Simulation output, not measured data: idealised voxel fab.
The name of this process module is voxel gate over fins.
It is cross-section cut that appears here, measuring 145 nm in width, its square cells being 5 nm in size.
Heads up, the way a cross-section reads in here is a grid of square cells, handed over as bands from the top down, with every band being one or more rows of cells. Look at the band entry: it leads with the top's height and the bottom's height in nm. Then it lists the materials left to right, with a width in nm for each. The word "full width" on a single material says that material fills the band edge to edge. The word "air" is empty space. Height datum 0, below which the as-received substrate wafer is one material. Lowest band open at the bottom, running downward: "z 0 and below". Width: "30..40" (first number = top row, second number = bottom row, same change from row to row of cells). Basically "left unchanged" means that step didn't change any cell in the cross-section. Closed-off voids of 8+ cells (no open route to the top) go in "Completely sealed voids", written width x height at distance from the left edge, in nm. What comes after the settings on a step's line is commentary from the simulator itself on that step. A step line may carry the setting "overlay nm", which, for steps involving a mask, states the distance by which the mask lay to the right of its intended position; negative values denote displacement to the left.
The planned process steps are enumerated hereunder:
1,RECEIVE (material Si)
2,CONFORMAL_DEP (material SiN; thk nm 10)
3,DIRECTIONAL_DEP (material aC; thk nm 10)
4,PATTERN (tone cover; mask id FINS; material resist; width nm 15; pitch nm 35; thk nm 30; overlay nm 0)
5,DIRECTIONAL_ETCH (etch materials aC; depth nm 10)
6,STRIP (etch materials resist)
7,DIRECTIONAL_ETCH (etch materials SiN; depth nm 10)
8,DIRECTIONAL_ETCH (etch materials Si; depth nm 40)
9,STRIP (etch materials aC)
10,OXIDIZE (depth nm 5)
11,FILL_DEP (material SiO2; thk nm 5)
12,CMP (height nm 10)
13,SELECTIVE_ETCH (etch materials SiO2; depth nm 25)
14,STRIP (etch materials SiN)
15,CONFORMAL_DEP (material HfO2; thk nm 5)
16,CONFORMAL_DEP (material TiN; thk nm 5)
17,CONFORMAL_DEP (material TiAl; thk nm 5)
18,CONFORMAL_DEP (material TiN; thk nm 5)
19,FILL_DEP (material W; thk nm 15)
20,CMP (height nm 30)
21,CONFORMAL_DEP (material SiCN; thk nm 5)
As-received wafer cross-section (after step 1):
z 0 and below = Si full width
Completely sealed voids: none
Final wafer profile in cross-section after the module, from the same start and plan as above, with one mistake made during processing:
z 35 to 30 = SiCN full width
z 30 to 20 = W full width
z 20 to 15 = W (30); TiN (80); W (35)
z 15 to 10 = W (30); TiN (5); TiAl (70); TiN (5); W (35)
z 10 to 5 = W (30); TiN (5); TiAl (5); TiN (25); TiAl (10); TiN (25); TiAl (5); TiN (5); W (35)
z 5 to 0 = W (30); TiN (5); TiAl (5); TiN (5); HfO2 (15); TiN (5); TiAl (10); TiN (5); HfO2 (15); TiN (5); TiAl (5); TiN (5); W (35)
z 0 to -20 = W (30); TiN (5); TiAl (5); TiN (5); HfO2 (5); Si (5); HfO2 (5); TiN (5); TiAl (10); TiN (5); HfO2 (5); Si (5); HfO2 (5); TiN (5); TiAl (5); TiN (5); W (35)
z -20 to -25 = TiN (35); TiAl (5); TiN (5); HfO2 (5); Si (5); HfO2 (5); TiN (5); TiAl (10); TiN (5); HfO2 (5); Si (5); HfO2 (5); TiN (5); TiAl (5); TiN (40)
z -25 to -30 = TiAl (40); TiN (5); HfO2 (5); Si (5); HfO2 (5); TiN (5); TiAl (10); TiN (5); HfO2 (5); Si (5); HfO2 (5); TiN (5); TiAl (45)
z -30 to -35 = TiN (45); HfO2 (5); Si (5); HfO2 (5); TiN (20); HfO2 (5); Si (5); HfO2 (5); TiN (50)
z -35 to -40 = HfO2 (50); Si (5); HfO2 (30); Si (5); HfO2 (55)
z -40 to -45 = SiO2 (50); Si (5); SiO2 (30); Si (5); SiO2 (55)
z -45 and below = Si full width
Completely sealed voids: none
Want to know what went wrong? step 13 from the plan got run twice
